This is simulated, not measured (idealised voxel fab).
Herein follows the process module entitled voxel tone inversion.
In the cross-section labelled cut, the width is 295 nm and each square cell is 5 nm.
The cross-sections in this document take the form of a grid made of square cells. They are written out as bands, in order from top to bottom. Each band consists of one or more rows of cells.
It is stipulated that each band's entry specify, in nanometres, the height of the top of the band and then that of its bottom, followed by the materials of the band in left-to-right sequence, each together with its width in nanometres. A single material marked by the word "full width" is understood to fill the band from edge to edge; the word "air" is understood to denote empty space.
Height reference: 0 = level under which incoming wafer is all one material. Lowest band: no bottom, runs on downward, e.g. "0 -> down".
The width entry "30 to 40" should be interpreted row by row: the top row of cells in the band takes the first number, the bottom row takes the second number, and the change between adjacent rows is uniform throughout.
"stayed the same" (step): cross-section cells unchanged, all of them.
Each empty space that has no open way to the top and spans at least 8 cells appears under "Completely enclosed voids" as width x height at distance, the distance counted from the left edge, all in nm.
Read whatever lies past the settings on a step's line as the simulator's own remark about the step.
For masked steps, "overlay nm" on the step line gives how far right of plan the mask actually lay; a minus sign means it lay to the left.
Below is the list of planned process steps
1: RECEIVE,material Si
2: CONFORMAL_DEP,material SiN,thk nm 5
3: DIRECTIONAL_DEP,material aC,thk nm 20
4: PATTERN,tone cover,mask id POSTS,material resist,width nm 15,pitch nm 30,thk nm 25,overlay nm 0
5: DIRECTIONAL_ETCH,etch materials aC,depth nm 20
6: STRIP,etch materials resist
7: FILL_DEP,material SiO2,thk nm 5
8: CMP,height nm 25
9: STRIP,etch materials aC
As-received wafer cross-section (after step 1)
0 -> down  Si full width
Completely enclosed voids: none
Cross-sectional image of the first of two wafers at the end of the module, the run having proceeded as planned
25 -> 5  110 SiO2, 15 air, 15 SiO2, 15 air, 15 SiO2, 15 air, 110 SiO2
5 -> 0  SiN full width
0 -> down  Si full width
Completely enclosed voids: none
Cross-sectional image of the second wafer of the two following completion of the module. Starting state and process plan were the same as for the first wafer; one execution error occurred
25 -> 20  SiN full width
20 -> 0  aC full width
0 -> down  Si full width
Completely enclosed voids: none
Error vs. plan: steps 2 and 3 run out of order (swapped)
At the finish, the second wafer shows more or fewer cells for some materials than the first does: 200 fewer of SiO2, 236 more of aC
